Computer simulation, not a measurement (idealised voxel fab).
process module | voxel self aligned vias
cross-section cut | 295 nm wide | cells 5 nm
A cross-section is a grid of square cells, given in bands from the top down. A band is one or more rows of cells.
Each band's line starts with the height of the band's top and of its bottom, in nm. Then come its materials from left to right, each with its width in nm. One material with "throughout" fills the band from edge to edge. "air" is empty space.
Height 0 is the level under which the wafer as received is all one material. The lowest band goes on downwards, as in "0 down".
A width such as "30 to 40" changes by the same amount from each row of cells to the next, from the band's top row to its bottom row.
"no change" after a step means that no cell of the cross-section changed.
closed voids: empty space of 8 cells or more with no open way to the top, each as width x height at its distance from the left edge, in nm
after a step's settings: what the simulator itself notes on the step
overlay nm, on a step with a mask: how far to the right of its planned place the mask lay; to the left if negative
plan
1 op RECEIVE | material Si
2 op CONFORMAL_DEP | material SiO2 | thk nm 15
3 op CONFORMAL_DEP | material SiCN | thk nm 5
4 op DIRECTIONAL_DEP | material SiO2 | thk nm 30
5 op PATTERN | tone open | mask id LINES | material resist | width nm 25 | pitch nm 60 | thk nm 20 | overlay nm 0
6 op DIRECTIONAL_ETCH | etch materials SiO2 | depth nm 30
7 op STRIP | etch materials resist
8 op CONFORMAL_DEP | material TiN | thk nm 5
9 op FILL_DEP | material W | thk nm 10
10 op CMP | height nm 50
11 op SELECTIVE_ETCH | etch materials W Ru TiN | depth nm 5
12 op FILL_DEP | material SiN | thk nm 10
13 op CMP | height nm 50
14 op DIRECTIONAL_DEP | material SiO2 | thk nm 15
15 op DIRECTIONAL_DEP | material aC | thk nm 15
16 op PATTERN | tone open | mask id VIAS | material resist | width nm 35 | pitch nm 60 | thk nm 30 | overlay nm 0
17 op DIRECTIONAL_ETCH | etch materials aC | depth nm 15
18 op STRIP | etch materials resist
19 op DIRECTIONAL_ETCH | etch materials SiO2 | depth nm 15
20 op DIRECTIONAL_ETCH | etch materials SiN | depth nm 5
21 op STRIP | etch materials aC
22 op CONFORMAL_DEP | material TiN | thk nm 5
23 op FILL_DEP | material Cu | thk nm 10
24 op CMP | height nm 65
25 op CONFORMAL_DEP | material SiN | thk nm 5
as received, after step 1
  0 down: Si throughout
  closed voids: none
first wafer at the end, as planned
  70 to 65: SiN throughout
  65 to 55: SiO2 70 | TiN 5 | Cu 25 | TiN 5 | SiO2 25 | TiN 5 | Cu 25 | TiN 5 | SiO2 25 | TiN 5 | Cu 25 | TiN 5 | SiO2 70
  55 to 50: SiO2 70 | TiN 10 | Cu 15 | TiN 10 | SiO2 25 | TiN 10 | Cu 15 | TiN 10 | SiO2 25 | TiN 10 | Cu 15 | TiN 10 | SiO2 70
  50 to 45: SiO2 75 | TiN 25 | SiO2 35 | TiN 25 | SiO2 35 | TiN 25 | SiO2 75
  45 to 25: SiO2 75 | TiN 5 | W 15 | TiN 5 | SiO2 35 | TiN 5 | W 15 | TiN 5 | SiO2 35 | TiN 5 | W 15 | TiN 5 | SiO2 75
  25 to 20: SiO2 75 | TiN 25 | SiO2 35 | TiN 25 | SiO2 35 | TiN 25 | SiO2 75
  20 to 15: SiCN throughout
  15 to 0: SiO2 throughout
  0 down: Si throughout
  closed voids: none
second wafer at the end: like start, like plan, one mistake
  70 to 65: SiN throughout
  65 to 55: Cu 65 | TiN 5 | SiO2 35 | TiN 5 | Cu 15 | TiN 5 | SiO2 35 | TiN 5 | Cu 15 | TiN 5 | SiO2 35 | TiN 5 | Cu 65
  55 to 50: TiN 70 | SiO2 35 | TiN 25 | SiO2 35 | TiN 25 | SiO2 35 | TiN 70
  50 to 45: SiO2 75 | SiN 25 | SiO2 35 | SiN 25 | SiO2 35 | SiN 25 | SiO2 75
  45 to 25: SiO2 75 | TiN 5 | W 15 | TiN 5 | SiO2 35 | TiN 5 | W 15 | TiN 5 | SiO2 35 | TiN 5 | W 15 | TiN 5 | SiO2 75
  25 to 20: SiO2 75 | TiN 25 | SiO2 35 | TiN 25 | SiO2 35 | TiN 25 | SiO2 75
  20 to 15: SiCN throughout
  15 to 0: SiO2 throughout
  0 down: Si throughout
  closed voids: none
what went wrong: step 16 ran as: op PATTERN | tone cover | mask id VIAS | material resist | width nm 35 | pitch nm 60 | thk nm 30 | overlay nm 0
at the end the second wafer has, in cells: 25 more of Cu | 15 more of SiN | 51 fewer of SiO2 | 11 more of TiN
